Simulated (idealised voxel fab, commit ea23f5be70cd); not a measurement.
process module | voxel self aligned vias
cross-section cut | 295 nm wide | cells 5 nm
A cross-section is a grid of square cells, given in bands from the top down. A band is one or more rows of cells.
Each band's line starts with the height of the band's top and of its bottom, in nm. Then come its materials from left to right, each with its width in nm. One material with "throughout" fills the band from edge to edge. "air" is empty space.
Height 0 is the level under which the wafer as received is all one material. The lowest band goes on downwards, as in "0 down".
A width such as "30 to 40" changes by the same amount from each row of cells to the next, from the band's top row to its bottom row.
"no change" after a step means that no cell of the cross-section changed.
closed voids: empty space of 8 cells or more with no open way to the top, each as width x height at its distance from the left edge, in nm
after a step's settings: what the simulator itself notes on the step
overlay nm, on a step with a mask: how far to the right of its planned place the mask lay; to the left if negative
plan
1 op RECEIVE | material Si
2 op CONFORMAL_DEP | material SiO2 | thk nm 15
3 op CONFORMAL_DEP | material SiCN | thk nm 5
4 op DIRECTIONAL_DEP | material SiO2 | thk nm 20
5 op PATTERN | tone open | mask id LINES | material resist | width nm 25 | pitch nm 60 | thk nm 20 | overlay nm 0
6 op DIRECTIONAL_ETCH | etch materials SiO2 | depth nm 30
7 op STRIP | etch materials resist
8 op CONFORMAL_DEP | material TiN | thk nm 5
9 op FILL_DEP | material W | thk nm 10
10 op CMP | height nm 50
11 op SELECTIVE_ETCH | etch materials W Ru TiN | depth nm 5
12 op FILL_DEP | material SiN | thk nm 10
13 op CMP | height nm 50
14 op DIRECTIONAL_DEP | material SiO2 | thk nm 15
15 op DIRECTIONAL_DEP | material aC | thk nm 15
16 op PATTERN | tone open | mask id VIAS | material resist | width nm 35 | pitch nm 60 | thk nm 30 | overlay nm 0
17 op DIRECTIONAL_ETCH | etch materials aC | depth nm 15
18 op STRIP | etch materials resist
19 op DIRECTIONAL_ETCH | etch materials SiO2 | depth nm 15
20 op DIRECTIONAL_ETCH | etch materials SiN | depth nm 5
21 op STRIP | etch materials aC
22 op CONFORMAL_DEP | material TiN | thk nm 5
23 op FILL_DEP | material Cu | thk nm 10
24 op CMP | height nm 65
25 op CONFORMAL_DEP | material SiN | thk nm 5
varied across the wafers: thk nm of step 4. The plan shows the first wafer's value. All wafers start alike
first wafer as received, after step 1
  0 down: Si throughout
  closed voids: none
each wafer at the end: cells of each material gained (+) or lost (-) since it was received, then its closed voids
thk nm 20 | +45 Cu | +59 SiCN | +97 SiN | +467 SiO2 | +122 TiN | +36 W | closed voids: none
thk nm 25 | +45 Cu | +59 SiCN | +97 SiN | +511 SiO2 | +78 TiN | +36 W | closed voids: none
thk nm 30 | +39 Cu | +59 SiCN | +59 SiN | +555 SiO2 | +78 TiN | +36 W | closed voids: none
thk nm 35 | +39 Cu | +59 SiCN | +59 SiN | +570 SiO2 | +72 TiN | +27 W | closed voids: none
thk nm 40 | +39 Cu | +59 SiCN | +59 SiN | +585 SiO2 | +66 TiN | +18 W | closed voids: none
thk nm 45 | +39 Cu | +59 SiCN | +59 SiN | +600 SiO2 | +60 TiN | +9 W | closed voids: none
